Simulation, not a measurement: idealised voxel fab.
Module name: voxel transistor to metal (process module)
Xsec cut, 190 nm wide, square cell size 5 nm.
A cross-section is a grid of square cells, given in bands from the top down. A band is one or more rows of cells. What a band's entry tells you: where the top is and where the bottom is, as heights in nm, and after that what lies inside, material by material from left to right, each with its width in nm. Empty space is written as the word "empty", and a single material marked with the word "full width" occupies the band from edge to edge. The level at which height equals 0 is the one under which the wafer, as it arrives, is entirely one material. No lower edge exists for the bottom band, which continues downward and is notated as in "z 0 and below". Read "30..40" as a graded width: first number on top, second number at the bottom, same change between each pair of neighbouring rows. The cross-section has no changed cell in any step marked "no change". Voids not open to the top, 8 cells minimum: see "Closed void catalog". Written width x height at distance; distance is from the left edge; nm. The remark found on a step's line after its settings is issued by the simulator itself and pertains to that step. overlay nm: mask offset rightward from planned place, masked step; negative means leftward offset.
This section lists the process steps that were planned:
1) RECEIVE with material Si
2) CONFORMAL_DEP with material SiO2, thk nm 5
3) CONFORMAL_DEP with material SiN, thk nm 15
4) PATTERN with tone cover, mask id ACTIVE, material resist, width nm 115, thk nm 20, overlay nm 0
5) DIRECTIONAL_ETCH with etch materials SiN, depth nm 15
6) DIRECTIONAL_ETCH with etch materials SiO2, depth nm 5
7) DIRECTIONAL_ETCH with etch materials Si, depth nm 35
8) STRIP with etch materials resist
9) FILL_DEP with material SiO2, thk nm 10
10) CMP with height nm 20
11) SELECTIVE_ETCH with etch materials SiO2, depth nm 15
12) STRIP with etch materials SiN
13) SELECTIVE_ETCH with etch materials SiO2, depth nm 5
14) OXIDIZE with depth nm 5
15) DIRECTIONAL_DEP with material polySi, thk nm 25
16) DIRECTIONAL_DEP with material SiCN, thk nm 15
17) DIRECTIONAL_DEP with material aC, thk nm 15
18) PATTERN with tone cover, mask id GATE, material resist, width nm 25, thk nm 30, overlay nm 0
19) DIRECTIONAL_ETCH with etch materials aC, depth nm 15
20) STRIP with etch materials resist
21) DIRECTIONAL_ETCH with etch materials SiCN, depth nm 25
22) DIRECTIONAL_ETCH with etch materials polySi, depth nm 35
23) STRIP with etch materials aC
24) CONFORMAL_DEP with material SiO2, thk nm 5
25) DIRECTIONAL_ETCH with etch materials SiO2, depth nm 5
26) CONFORMAL_DEP with material SiN, thk nm 10
27) DIRECTIONAL_ETCH with etch materials SiN, depth nm 10
28) DIRECTIONAL_ETCH with etch materials SiO2, depth nm 5
29) EPI with material nSi, thk nm 5
30) FILL_DEP with material SiO2, thk nm 10
31) CMP with height nm 40
32) DIRECTIONAL_DEP with material SiO2, thk nm 10
33) DIRECTIONAL_DEP with material aC, thk nm 10
34) PATTERN with tone open, mask id CONTACT, material resist, width nm 20, pitch nm 75, thk nm 25, overlay nm 0
35) DIRECTIONAL_ETCH with etch materials aC, depth nm 10
36) STRIP with etch materials resist
37) DIRECTIONAL_ETCH with etch materials SiO2, depth nm 50
38) STRIP with etch materials aC
39) CONFORMAL_DEP with material TiN, thk nm 5
40) FILL_DEP with material Ru, thk nm 5
41) CMP with height nm 50
42) DIRECTIONAL_DEP with material TiN, thk nm 5
43) DIRECTIONAL_DEP with material W, thk nm 20
44) MASKED_ETCH with tone cover, mask id METAL_1, width nm 20, pitch nm 75, etch materials W, depth nm 20, overlay nm 0
45) MASKED_ETCH with tone cover, mask id METAL_1, width nm 20, pitch nm 75, etch materials TiN, depth nm 5, overlay nm 0
46) FILL_DEP with material SiO2, thk nm 5
47) CMP with height nm 75
48) CONFORMAL_DEP with material SiCN, thk nm 5
49) DIRECTIONAL_DEP with material lowk, thk nm 35
50) MASKED_ETCH with tone open, mask id METAL_2, width nm 20, pitch nm 75, etch materials lowk, depth nm 20, overlay nm 0
51) PATTERN with tone open, mask id METAL_2_HOLES, material resist, width nm 15, pitch nm 75, thk nm 15, overlay nm 0
52) DIRECTIONAL_ETCH with etch materials lowk, depth nm 15
53) DIRECTIONAL_ETCH with etch materials SiCN, depth nm 5
54) STRIP with etch materials resist
55) CONFORMAL_DEP with material TiN, thk nm 5
56) FILL_DEP with material Ru, thk nm 10
57) CMP with height nm 115
58) CONFORMAL_DEP with material SiCN, thk nm 5
Wafer at receipt (post step 1), cross-section:
  z 0 and below | Si full width
  Closed void catalog: none
Module complete, cross-section. Starting point and plan per above. One mistake made in running the module:
  z 120 to 115 | SiCN full width
  z 115 to 105 | Ru full width
  z 105 to 100 | TiN (50), Ru (10), TiN (65), Ru (10), TiN (55)
  z 100 to 95 | lowk (45), TiN (20), lowk (55), TiN (20), lowk (50)
  z 95 to 80 | lowk (60), TiN (5), lowk (70), TiN (5), lowk (50)
  z 80 to 75 | SiCN (60), TiN (5), SiCN (70), TiN (5), SiCN (50)
  z 75 to 55 | SiO2 (45), W (20), SiO2 (55), W (20), SiO2 (50)
  z 55 to 50 | SiO2 (45), TiN (20), SiO2 (55), TiN (20), SiO2 (50)
  z 50 to 40 | SiO2 (45), TiN (5), Ru (10), TiN (5), SiO2 (55), TiN (5), Ru (10), TiN (5), SiO2 (50)
  z 40 to 25 | SiO2 (45), TiN (5), Ru (10), TiN (5), SiN (10), SiO2 (5), SiCN (25), SiO2 (5), SiN (10), TiN (5), Ru (10), TiN (5), SiO2 (50)
  z 25 to 5 | SiO2 (45), TiN (5), Ru (10), TiN (5), SiN (10), SiO2 (5), polySi (25), SiO2 (5), SiN (10), TiN (5), Ru (10), TiN (5), SiO2 (50)
  z 5 to 0 | SiO2 (45), TiN (20), SiN (10), SiO2 (5), polySi (25), SiO2 (5), SiN (10), TiN (20), SiO2 (50)
  z 0 to -5 | SiO2 (30), nSi (35), SiO2 (55), nSi (35), SiO2 (35)
  z -5 to -35 | SiO2 (35), Si (115), SiO2 (40)
  z -35 and below | Si full width
  Closed void catalog: none
Run error: so step 51 ended up running with a different setting than we planned, it ran as PATTERN with tone cover, mask id METAL_2_HOLES, material resist, width nm 15, pitch nm 75, thk nm 15, overlay nm 0
